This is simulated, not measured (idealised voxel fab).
Presented below is a process module, voxel transistor to metal.
The width of the displayed cross-section, cut, is 145 nm; its cells are square, with a size of 5 nm.
We lay out every cross-section as a grid of square cells and spell it out in bands from the top down, where one band means one or more rows of cells.
Each band's line starts with the height of the band's top and of its bottom, in nm. Then come its materials from left to right, each with its width in nm. One material with "full width" fills the band from edge to edge. "air" is empty space.
The reference from which all heights are counted is 0, the level beneath which the as-received wafer is entirely one material; the lowest band, having no lower bound, proceeds downward and is written after the example "0 nm and below".
The two numbers in a width such as "30 to 40" mark its ends across the band: the first belongs to the top row of cells, the second to the bottom row, and from each row to the next the width moves by the same amount.
It should be understood that the words "no modifications", when stated for a given step, signify that the cross-section underwent no change in any of its cells during that step.
Closed empty spaces (no open way to the top) of 8 cells or more are what "Voids, enclosed" lists, each as width x height at distance from the left edge, nm for all three.
Note: text after step settings on the step line = simulator remark on that step.
The "overlay nm" setting may appear on a step's line; for a step that uses a mask, it gives how far to the right of its planned position the mask lay, and a negative value indicates the left.

Plan
1: op RECEIVE | material Si
2: op OXIDIZE | depth nm 5
3: op CONFORMAL_DEP | material SiN | thk nm 10
4: op PATTERN | tone cover | mask id ACTIVE | material resist | width nm 85 | thk nm 15 | overlay nm 0
5: op DIRECTIONAL_ETCH | etch materials SiN | depth nm 10
6: op DIRECTIONAL_ETCH | etch materials SiO2 | depth nm 5
7: op DIRECTIONAL_ETCH | etch materials Si | depth nm 25
8: op STRIP | etch materials resist
9: op FILL_DEP | material SiO2 | thk nm 5
10: op CMP | height nm 10
11: op SELECTIVE_ETCH | etch materials SiO2 | depth nm 5
12: op STRIP | etch materials SiN
13: op SELECTIVE_ETCH | etch materials SiO2 | depth nm 5
14: op OXIDIZE | depth nm 5
15: op DIRECTIONAL_DEP | material polySi | thk nm 25
16: op DIRECTIONAL_DEP | material SiCN | thk nm 15
17: op MASKED_ETCH | tone cover | mask id GATE | width nm 15 | etch materials SiCN | depth nm 25 | overlay nm 0
18: op MASKED_ETCH | tone cover | mask id GATE | width nm 15 | etch materials polySi | depth nm 35 | overlay nm 0
19: op CONFORMAL_DEP | material SiO2 | thk nm 5
20: op DIRECTIONAL_ETCH | etch materials SiO2 | depth nm 5
21: op CONFORMAL_DEP | material SiN | thk nm 10
22: op DIRECTIONAL_ETCH | etch materials SiN | depth nm 10
23: op DIRECTIONAL_ETCH | etch materials SiO2 | depth nm 5
24: op DIRECTIONAL_ETCH | etch materials Si | depth nm 5
25: op EPI | material SiGe | thk nm 5
26: op FILL_DEP | material SiO2 | thk nm 10
27: op CMP | height nm 35
28: op DIRECTIONAL_DEP | material SiO2 | thk nm 15
29: op PATTERN | tone open | mask id CONTACT | material resist | width nm 25 | pitch nm 50 | thk nm 15 | overlay nm 0
30: op DIRECTIONAL_ETCH | etch materials SiO2 | depth nm 55
31: op STRIP | etch materials resist
32: op CONFORMAL_DEP | material TiN | thk nm 5
33: op FILL_DEP | material W | thk nm 5
34: op CMP | height nm 50
35: op DIRECTIONAL_DEP | material TiN | thk nm 5
36: op DIRECTIONAL_DEP | material W | thk nm 25
37: op MASKED_ETCH | tone cover | mask id METAL_1 | width nm 15 | pitch nm 60 | etch materials W | depth nm 25 | overlay nm 0
38: op MASKED_ETCH | tone cover | mask id METAL_1 | width nm 15 | pitch nm 60 | etch materials TiN | depth nm 5 | overlay nm 0
39: op CONFORMAL_DEP | material SiCN | thk nm 5
40: op FILL_DEP | material SiO2 | thk nm 10
41: op CMP | height nm 80
42: op CONFORMAL_DEP | material SiCN | thk nm 5
varied across the wafers: depth nm of step 13. The plan shows the first wafer's value. All wafers start alike

Cross-section of the first of several received wafers, showing its state after step 1
> 0 nm and below: Si full width
> Voids, enclosed: none

Take any row and you have a wafer at the end of the module: how many cells of each material it has gained (+) or lost (-) since it was received, and then its closed voids
depth nm 5, -110 Si, +81 SiCN, +8 SiGe, +36 SiN, +351 SiO2, +56 TiN, +56 W, +15 polySi, Voids, enclosed: none
depth nm 10, -114 Si, +81 SiCN, +8 SiGe, +32 SiN, +357 SiO2, +56 TiN, +58 W, +15 polySi, Voids, enclosed: none
depth nm 15, -116 Si, +81 SiCN, +8 SiGe, +38 SiN, +353 SiO2, +56 TiN, +58 W, +15 polySi, Voids, enclosed: none
depth nm 20, -118 Si, +81 SiCN, +8 SiGe, +44 SiN, +349 SiO2, +56 TiN, +58 W, +15 polySi, Voids, enclosed: none
